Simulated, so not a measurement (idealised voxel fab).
process module | voxel ribs on slabs
cross-section cut | 240 nm wide | cells 5 nm
A cross-section is a grid of square cells, given in bands from the top down. A band is one or more rows of cells.
Each band's line starts with the height of the band's top and of its bottom, in nm. Then come its materials from left to right, each with its width in nm. One material with "throughout" fills the band from edge to edge. "air" is empty space.
Height 0 is the level under which the wafer as received is all one material. The lowest band goes on downwards, as in "0 down".
A width such as "30 to 40" changes by the same amount from each row of cells to the next, from the band's top row to its bottom row.
"no change" after a step means that no cell of the cross-section changed.
closed voids: empty space of 8 cells or more with no open way to the top, each as width x height at its distance from the left edge, in nm
after a step's settings: what the simulator itself notes on the step
overlay nm, on a step with a mask: how far to the right of its planned place the mask lay; to the left if negative
plan
1 op RECEIVE | material Si
2 op DIRECTIONAL_DEP | material SiO2 | thk nm 30
3 op DIRECTIONAL_DEP | material SiN | thk nm 20
4 op PATTERN | tone cover | mask id RIB | material resist | width nm 20 | thk nm 15 | overlay nm 0
5 op DIRECTIONAL_ETCH | etch materials SiN | depth nm 10
6 op STRIP | etch materials resist
7 op PATTERN | tone cover | mask id SLAB | material resist | width nm 70 | thk nm 15 | overlay nm 0
8 op DIRECTIONAL_ETCH | etch materials SiN | depth nm 10
9 op STRIP | etch materials resist
10 op FILL_DEP | material SiO2 | thk nm 30
11 op CMP | height nm 70
12 op DIRECTIONAL_DEP | material W | thk nm 10
13 op MASKED_ETCH | tone cover | mask id HEATER | width nm 30 | etch materials W | depth nm 10 | overlay nm 0
14 op CONFORMAL_DEP | material SiO2 | thk nm 10
as received, after step 1
  0 down: Si throughout
  closed voids: none
a wafer at the end: this start, this plan, one mistake
  90 to 80: air 95 | SiO2 50 | air 95
  80 to 70: SiO2 105 | W 30 | SiO2 105
  70 to 40: SiO2 throughout
  40 to 30: SiO2 85 | SiN 25 | SiO2 20 | SiN 25 | SiO2 85
  30 to 0: SiO2 throughout
  0 down: Si throughout
  closed voids: none
what went wrong: steps 3 and 4 were swapped
